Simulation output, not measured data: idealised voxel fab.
process module | voxel gate over fins
cross-section cut | 285 nm wide | cells 5 nm
A cross-section is a grid of square cells, given in bands from the top down. A band is one or more rows of cells.
Each band's line starts with the height of the band's top and of its bottom, in nm. Then come its materials from left to right, each with its width in nm. One material with "throughout" fills the band from edge to edge. "air" is empty space.
Height 0 is the level under which the wafer as received is all one material. The lowest band goes on downwards, as in "0 down".
A width such as "30 to 40" changes by the same amount from each row of cells to the next, from the band's top row to its bottom row.
"no change" after a step means that no cell of the cross-section changed.
closed voids: empty space of 8 cells or more with no open way to the top, each as width x height at its distance from the left edge, in nm
after a step's settings: what the simulator itself notes on the step
overlay nm, on a step with a mask: how far to the right of its planned place the mask lay; to the left if negative
plan
1 op RECEIVE | material Si
2 op CONFORMAL_DEP | material SiN | thk nm 10
3 op MASKED_ETCH | tone cover | mask id FINS | width nm 15 | pitch nm 35 | etch materials SiN | depth nm 10 | overlay nm 0
4 op MASKED_ETCH | tone cover | mask id FINS | width nm 15 | pitch nm 35 | etch materials Si | depth nm 30 | overlay nm 0
5 op OXIDIZE | depth nm 5
6 op FILL_DEP | material SiO2 | thk nm 15
7 op CMP | height nm 10
8 op SELECTIVE_ETCH | etch materials SiO2 | depth nm 25
9 op STRIP | etch materials SiN
10 op CONFORMAL_DEP | material HfO2 | thk nm 5
11 op CONFORMAL_DEP | material TiN | thk nm 5
12 op CONFORMAL_DEP | material TiAl | thk nm 5
13 op CONFORMAL_DEP | material TiN | thk nm 5
14 op FILL_DEP | material W | thk nm 10
15 op CMP | height nm 25
16 op CONFORMAL_DEP | material SiN | thk nm 5
as received, after step 1
  0 down: Si throughout
  closed voids: none
a wafer at the end: this start, this plan, one mistake
  30 to 25: SiN throughout
  25 to 20: W throughout
  20 to 15: W 100 | TiN 80 | W 105
  15 to 10: W 90 | TiN 15 | TiAl 70 | TiN 5 | W 105
  10 to 5: W 90 | TiN 5 | TiAl 15 | TiN 25 | TiAl 10 | TiN 25 | TiAl 5 | TiN 5 | W 105
  5 to 0: TiN 95 | TiAl 5 | TiN 15 | HfO2 15 | TiN 20 | HfO2 15 | TiN 5 | TiAl 5 | TiN 110
  0 to -5: TiAl 100 | TiN 5 | HfO2 15 | Si 5 | HfO2 5 | TiN 10 | HfO2 15 | Si 5 | HfO2 5 | TiN 5 | TiAl 115
  -5 to -10: TiN 105 | HfO2 5 | Si 15 | HfO2 5 | TiN 10 | HfO2 5 | Si 15 | HfO2 5 | TiN 120
  -10 to -15: HfO2 110 | Si 15 | HfO2 20 | Si 15 | HfO2 125
  -15 to -35: SiO2 110 | Si 15 | SiO2 20 | Si 15 | SiO2 125
  -35 down: Si throughout
  closed voids: none
what went wrong: step 4 ran as: op MASKED_ETCH | tone cover | mask id FINS | width nm 15 | pitch nm 35 | etch materials Si | depth nm 30 | overlay nm -10
